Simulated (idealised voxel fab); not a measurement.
process module | voxel wiring stack
The cross-section on display is named cut; it measures 210 nm wide, and its cells are 5 nm squares.
In what follows, cross-sections appear as grids of square cells, described through bands that run from the top down, where every band is one or more rows of cells.
The band entry comprises the height of the band's top followed by the height of its bottom, expressed in nm, and subsequently the band's materials from left to right, each stated together with its width in nm. Where a single material is marked with the word "throughout", that material fills the band from edge to edge. The word "blank" represents empty space.
Heights are expressed relative to 0, this being the level below which the as-received wafer comprises one material exclusively. The lowest band is unbounded in the downward direction and is denoted as in "0 nm and below".
Width "30..40": first value at the band's top row of cells, second value at its bottom row, equal change from row to row.
The designation "changes: none", where it is given for a processing step, indicates that no cell of the cross-section was altered in the course of that step.
You'll see "Fully closed voids" listing empty spaces that have no way open to the top, as long as they're 8 cells or more; the notation is width x height at distance, where the distance is from the left edge, and all of it is in nm.
Step line, after settings: the simulator's comment on this step.
The line of a step may include "overlay nm". On a step with a mask, this value is how far to the right of its planned place the mask lay. A negative value means the mask lay to the left.
### Process steps (planned)
1,op RECEIVE | material Si
2,op CONFORMAL_DEP | material SiO2 | thk nm 15
3,op CONFORMAL_DEP | material SiN | thk nm 5
4,op DIRECTIONAL_DEP | material SiO2 | thk nm 15
5,op PATTERN | tone open | mask id METAL_1 | material resist | width nm 25 | pitch nm 50 | thk nm 20 | overlay nm 0
6,op DIRECTIONAL_ETCH | etch materials SiO2 | depth nm 15
7,op DIRECTIONAL_ETCH | etch materials SiN | depth nm 5
8,op STRIP | etch materials resist
9,op CONFORMAL_DEP | material TiN | thk nm 5
10,op FILL_DEP | material Cu | thk nm 5
11,op CMP | height nm 35
12,op CONFORMAL_DEP | material SiCN | thk nm 5
13,op DIRECTIONAL_DEP | material lowk | thk nm 25
14,op DIRECTIONAL_DEP | material aC | thk nm 10
15,op PATTERN | tone open | mask id METAL_2_HOLES | material resist | width nm 15 | pitch nm 50 | thk nm 25 | overlay nm 0
16,op DIRECTIONAL_ETCH | etch materials aC | depth nm 10
17,op STRIP | etch materials resist
18,op DIRECTIONAL_ETCH | etch materials lowk | depth nm 25
19,op STRIP | etch materials aC
20,op PATTERN | tone open | mask id METAL_2 | material resist | width nm 25 | pitch nm 50 | thk nm 20 | overlay nm 0
21,op DIRECTIONAL_ETCH | etch materials lowk | depth nm 15
22,op DIRECTIONAL_ETCH | etch materials SiCN | depth nm 5
23,op STRIP | etch materials resist
24,op CONFORMAL_DEP | material TiN | thk nm 5
25,op FILL_DEP | material Cu | thk nm 5
26,op CMP | height nm 65
27,op CONFORMAL_DEP | material SiCN | thk nm 5
28,op DIRECTIONAL_DEP | material lowk | thk nm 30
29,op MASKED_ETCH | tone open | mask id METAL_3 | width nm 25 | pitch nm 50 | etch materials lowk | depth nm 15 | overlay nm 0
30,op DIRECTIONAL_DEP | material aC | thk nm 15
31,op PATTERN | tone open | mask id METAL_3_HOLES | material resist | width nm 15 | pitch nm 50 | thk nm 30 | overlay nm 0
32,op DIRECTIONAL_ETCH | etch materials aC | depth nm 15
33,op STRIP | etch materials resist
34,op DIRECTIONAL_ETCH | etch materials lowk | depth nm 15
35,op DIRECTIONAL_ETCH | etch materials SiCN | depth nm 5
36,op STRIP | etch materials aC
37,op CONFORMAL_DEP | material TiN | thk nm 5
38,op FILL_DEP | material Cu | thk nm 10
39,op CMP | height nm 100
40,op CONFORMAL_DEP | material SiN | thk nm 5
### Here's what the wafer looked like in cross-section when it arrived - that's after step 1
* 0 nm and below | Si throughout
* Fully closed voids: none
### Figure: cross-sectional view of the wafer upon completion of the module, processed from the initial state and according to the plan depicted above, with one error introduced during execution
* 105 nm to 100 nm | SiN throughout
* 100 nm to 90 nm | 75 of Cu, then 5 of TiN, then 10 of lowk, then 5 of TiN, then 30 of Cu, then 5 of TiN, then 10 of lowk, then 5 of TiN, then 65 of Cu
* 90 nm to 85 nm | 80 of TiN, then 10 of lowk, then 40 of TiN, then 10 of lowk, then 70 of TiN
* 85 nm to 70 nm | lowk throughout
* 70 nm to 65 nm | SiCN throughout
* 65 nm to 55 nm | 65 of lowk, then 5 of TiN, then 15 of Cu, then 5 of TiN, then 25 of lowk, then 5 of TiN, then 15 of Cu, then 5 of TiN, then 70 of lowk
* 55 nm to 50 nm | 65 of lowk, then 5 of TiN, then 5 of Cu, then 15 of TiN, then 25 of lowk, then 5 of TiN, then 5 of Cu, then 15 of TiN, then 70 of lowk
* 50 nm to 40 nm | 65 of lowk, then 5 of TiN, then 5 of Cu, then 5 of TiN, then 35 of lowk, then 5 of TiN, then 5 of Cu, then 5 of TiN, then 80 of lowk
* 40 nm to 35 nm | 65 of SiCN, then 15 of TiN, then 35 of SiCN, then 15 of TiN, then 80 of SiCN
* 35 nm to 20 nm | 65 of SiO2, then 5 of TiN, then 15 of Cu, then 5 of TiN, then 25 of SiO2, then 5 of TiN, then 15 of Cu, then 5 of TiN, then 70 of SiO2
* 20 nm to 15 nm | 65 of SiN, then 25 of TiN, then 25 of SiN, then 25 of TiN, then 70 of SiN
* 15 nm to 0 nm | SiO2 throughout
* 0 nm and below | Si throughout
* Fully closed voids: none
Here's what went sideways: it should be noted that step 29 was executed with settings other than those planned, the operation and settings actually applied being op MASKED_ETCH | tone cover | mask id METAL_3 | width nm 25 | pitch nm 50 | etch materials lowk | depth nm 15 | overlay nm 0
